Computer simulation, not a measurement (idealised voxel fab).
process module | voxel wiring stack
cross-section cut | 255 nm wide | cells 5 nm
A cross-section is a grid of square cells, given in bands from the top down. A band is one or more rows of cells.
Each band's line starts with the height of the band's top and of its bottom, in nm. Then come its materials from left to right, each with its width in nm. One material with "throughout" fills the band from edge to edge. "air" is empty space.
Height 0 is the level under which the wafer as received is all one material. The lowest band goes on downwards, as in "0 down".
A width such as "30 to 40" changes by the same amount from each row of cells to the next, from the band's top row to its bottom row.
"no change" after a step means that no cell of the cross-section changed.
closed voids: empty space of 8 cells or more with no open way to the top, each as width x height at its distance from the left edge, in nm
after a step's settings: what the simulator itself notes on the step
overlay nm, on a step with a mask: how far to the right of its planned place the mask lay; to the left if negative
plan
1 op RECEIVE | material Si
2 op CONFORMAL_DEP | material SiO2 | thk nm 10
3 op CONFORMAL_DEP | material SiCN | thk nm 5
4 op DIRECTIONAL_DEP | material SiO2 | thk nm 20
5 op MASKED_ETCH | tone open | mask id METAL_1 | width nm 25 | pitch nm 55 | etch materials SiO2 | depth nm 20 | overlay nm 0
6 op MASKED_ETCH | tone open | mask id METAL_1 | width nm 25 | pitch nm 55 | etch materials SiCN | depth nm 5 | overlay nm 0
7 op CONFORMAL_DEP | material TiN | thk nm 5
8 op FILL_DEP | material W | thk nm 5
9 op CMP | height nm 35
10 op EPI | material Ru | thk nm 5
11 op FILL_DEP | material SiCN | thk nm 5
12 op DIRECTIONAL_DEP | material lowk | thk nm 25
13 op DIRECTIONAL_DEP | material aC | thk nm 10
14 op PATTERN | tone open | mask id METAL_2_HOLES | material resist | width nm 15 | pitch nm 55 | thk nm 30 | overlay nm 0
15 op DIRECTIONAL_ETCH | etch materials aC | depth nm 10
16 op STRIP | etch materials resist
17 op DIRECTIONAL_ETCH | etch materials lowk | depth nm 25
18 op STRIP | etch materials aC
19 op PATTERN | tone open | mask id METAL_2 | material resist | width nm 25 | pitch nm 55 | thk nm 20 | overlay nm 0
20 op DIRECTIONAL_ETCH | etch materials lowk | depth nm 15
21 op DIRECTIONAL_ETCH | etch materials SiCN | depth nm 5
22 op STRIP | etch materials resist
23 op CONFORMAL_DEP | material TiN | thk nm 5
24 op FILL_DEP | material Ru | thk nm 10
25 op CMP | height nm 70
26 op CONFORMAL_DEP | material SiCN | thk nm 5
27 op DIRECTIONAL_DEP | material lowk | thk nm 25
28 op DIRECTIONAL_DEP | material aC | thk nm 15
29 op PATTERN | tone open | mask id METAL_3 | material resist | width nm 25 | pitch nm 55 | thk nm 30 | overlay nm 0
30 op DIRECTIONAL_ETCH | etch materials aC | depth nm 15
31 op STRIP | etch materials resist
32 op DIRECTIONAL_ETCH | etch materials lowk | depth nm 15
33 op STRIP | etch materials aC
34 op PATTERN | tone open | mask id METAL_3_HOLES | material resist | width nm 15 | pitch nm 55 | thk nm 20 | overlay nm 0
35 op DIRECTIONAL_ETCH | etch materials lowk | depth nm 10
36 op DIRECTIONAL_ETCH | etch materials SiCN | depth nm 5
37 op STRIP | etch materials resist
38 op CONFORMAL_DEP | material TiN | thk nm 5
39 op FILL_DEP | material Cu | thk nm 10
40 op CMP | height nm 100
41 op CONFORMAL_DEP | material SiN | thk nm 5
as received, after step 1
  0 down: Si throughout
  closed voids: none
a wafer at the end: this start, this plan, one mistake
  105 to 100: SiN throughout
  100 to 90: Cu 70 to 55 | TiN 5 to 20 | lowk 10 | TiN 5 | Cu 35 to 20 | TiN 5 to 20 | lowk 10 | TiN 5 | Cu 35 to 20 | TiN 5 to 20 | lowk 10 | TiN 5 | Cu 55
  90 to 85: TiN 60 | lowk 25 | TiN 30 | lowk 25 | TiN 30 | lowk 25 | TiN 60
  85 to 75: lowk throughout
  75 to 70: SiCN throughout
  70 to 60: lowk 60 | TiN 5 | Ru 15 | TiN 5 | lowk 30 | TiN 5 | Ru 15 | TiN 5 | lowk 30 | TiN 5 | Ru 15 | TiN 5 | lowk 60
  60 to 55: lowk 60 | TiN 5 | Ru 5 | TiN 15 | lowk 30 | TiN 5 | Ru 5 | TiN 15 | lowk 30 | TiN 5 | Ru 5 | TiN 15 | lowk 60
  55 to 45: lowk 60 | TiN 5 | Ru 5 | TiN 5 | lowk 40 | TiN 5 | Ru 5 | TiN 5 | lowk 40 | TiN 5 | Ru 5 | TiN 5 | lowk 70
  45 to 40: SiCN 60 | TiN 15 | SiCN 40 | TiN 15 | SiCN 40 | TiN 15 | SiCN 70
  40 to 35: SiCN 55 | Ru 35 | SiCN 20 | Ru 35 | SiCN 20 | Ru 35 | SiCN 55
  35 to 15: SiO2 60 | TiN 5 | W 15 | TiN 5 | SiO2 30 | TiN 5 | W 15 | TiN 5 | SiO2 30 | TiN 5 | W 15 | TiN 5 | SiO2 60
  15 to 10: SiCN 60 | TiN 25 | SiCN 30 | TiN 25 | SiCN 30 | TiN 25 | SiCN 60
  10 to 0: SiO2 throughout
  0 down: Si throughout
  closed voids: none
what went wrong: step 29 ran as: op PATTERN | tone cover | mask id METAL_3 | material resist | width nm 25 | pitch nm 55 | thk nm 30 | overlay nm 0
